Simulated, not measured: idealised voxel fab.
This section sets out a process module, namely voxel ribs on slabs.
155 nm wide, 5 nm square cells: that's cross-section cut.
Reading order for cross-sections: top band down to bottom band. Underlying form: a grid of square cells. Band size: one or more rows of cells.
For a band, the entry starts with two heights in nm, that of the top and then that of the bottom, and carries on with the band's materials in order from left to right, each alongside its width in nm; the word "edge to edge" beside a single material means it fills the band edge to edge, and "blank" means empty space.
Height reference: 0 = level under which incoming wafer is all one material. Lowest band: no bottom, runs on downward, e.g. "from 0 down".
The expression "30 to 40" gives the width at the extremes of the band, the first number at its top row of cells and the second at its bottom row, with the width changing by equal amounts from each row to the next in between.
"remains unaltered" means the step left every cell of the cross-section as it was.
Heads up: "Voids, fully enclosed" only lists the empty pockets with no open path to the top that are 8 cells or more, and it writes them as width x height at distance, distance from the left edge, in nm.
Where a step's line continues beyond its settings, the continuation is a remark by the simulator itself on that step.
The setting "overlay nm" may be written on the line of a step. When the step uses a mask, the value reports how far to the right of the planned place the mask lay, and a negative value reports that it lay to the left.
## These are the steps we planned for the process
- 1: RECEIVE: material Si
- 2: DIRECTIONAL_DEP: material SiO2, thk nm 25
- 3: DIRECTIONAL_DEP: material SiN, thk nm 15
- 4: PATTERN: tone cover, mask id RIB, material resist, width nm 15, thk nm 15, overlay nm 0
- 5: DIRECTIONAL_ETCH: etch materials SiN, depth nm 10
- 6: STRIP: etch materials resist
- 7: MASKED_ETCH: tone cover, mask id SLAB, width nm 65, etch materials SiN, depth nm 5, overlay nm 0
- 8: FILL_DEP: material SiO2, thk nm 20
- 9: CMP: height nm 55
- 10: DIRECTIONAL_DEP: material W, thk nm 10
- 11: MASKED_ETCH: tone cover, mask id HEATER, width nm 25, etch materials W, depth nm 10, overlay nm 0
- 12: CONFORMAL_DEP: material SiO2, thk nm 10
## First wafer, two in total, run as planned
## Incoming wafer, cross-sectional view, post step 1
> from 0 down: Si edge to edge
> Voids, fully enclosed: none
## Cross-section of the wafer after step 2
> from 25 to 0: SiO2 edge to edge
> Beneath the level 0, the cross-section is identical to its previous state.
## Cross-section of the wafer after step 3
> from 40 to 25: SiN edge to edge
> Beneath the level 25, the cross-section is identical to its previous state.
## Cross-section of the wafer after step 4
> from 55 to 40: 70 nm blank  15 nm resist  70 nm blank
> Beneath the level 40, the cross-section is identical to its previous state.
## Cross-section of the wafer after step 5
> from 55 to 40: 70 nm blank  15 nm resist  70 nm blank
> from 40 to 30: 70 nm blank  15 nm SiN  70 nm blank
> Beneath the level 30, the cross-section is identical to its previous state.
## Cross-section of the wafer after step 6
> from 40 to 30: 70 nm blank  15 nm SiN  70 nm blank
> Beneath the level 30, the cross-section is identical to its previous state.
## Cross-section of the wafer after step 7
> from 40 to 30: 70 nm blank  15 nm SiN  70 nm blank
> from 30 to 25: 45 nm blank  65 nm SiN  45 nm blank
> Beneath the level 25, the cross-section is identical to its previous state.
## Cross-section of the wafer after step 8
> from 60 to 40: SiO2 edge to edge
> from 40 to 30: 70 nm SiO2  15 nm SiN  70 nm SiO2
> from 30 to 25: 45 nm SiO2  65 nm SiN  45 nm SiO2
> Beneath the level 25, the cross-section is identical to its previous state.
## Cross-section of the wafer after step 9
> from 55 to 40: SiO2 edge to edge
> Beneath the level 40, the cross-section is identical to its previous state.
## Cross-section of the wafer after step 10
> from 65 to 55: W edge to edge
> Beneath the level 55, the cross-section is identical to its previous state.
## Cross-section of the wafer after step 11
> from 65 to 55: 65 nm blank  25 nm W  65 nm blank
> Beneath the level 55, the cross-section is identical to its previous state.
## Cross-section of the wafer after step 12
> from 75 to 65: 55 nm blank  45 nm SiO2  55 nm blank
> from 65 to 55: 65 nm SiO2  25 nm W  65 nm SiO2
> Beneath the level 55, the cross-section is identical to its previous state.
## The second wafer: identical to the first at the outset and in its planned sequence, differing only in that one mistake was made during processing; up to and including step 6, its path is the first wafer's path
## The second wafer cut through, at the time step 7 was supposed to be finished
> from 40 to 30: 70 nm blank  15 nm SiN  70 nm blank
> from 30 to 25: 50 nm blank  60 nm SiN  45 nm blank
> Beneath the level 25, the cross-section is identical to its previous state.
## The second wafer cut through, at the time step 8 was supposed to be finished
> from 60 to 40: SiO2 edge to edge
> from 40 to 30: 70 nm SiO2  15 nm SiN  70 nm SiO2
> from 30 to 25: 50 nm SiO2  60 nm SiN  45 nm SiO2
> Beneath the level 25, the cross-section is identical to its previous state.
## The second wafer cut through, at the time step 9 was supposed to be finished
> from 55 to 40: SiO2 edge to edge
> Beneath the level 40, the cross-section is identical to its previous state.
## The second wafer cut through, at the time step 10 was supposed to be finished
> from 65 to 55: W edge to edge
> Beneath the level 55, the cross-section is identical to its previous state.
## The second wafer cut through, at the time step 11 was supposed to be finished
> from 65 to 55: 65 nm blank  25 nm W  65 nm blank
> Beneath the level 55, the cross-section is identical to its previous state.
## The second wafer cut through, at the time step 12 was supposed to be finished
> from 75 to 65: 55 nm blank  45 nm SiO2  55 nm blank
> from 65 to 55: 65 nm SiO2  25 nm W  65 nm SiO2
> Beneath the level 55, the cross-section is identical to its previous state.
Finding, execution versus plan: step 7 went in with a setting other than planned; the actual run was MASKED_ETCH: tone cover, mask id SLAB, width nm 60, etch materials SiN, depth nm 5, overlay nm 0
Final wafer comparison in cells, second versus first, more or fewer per material: -1 SiN, +1 SiO2
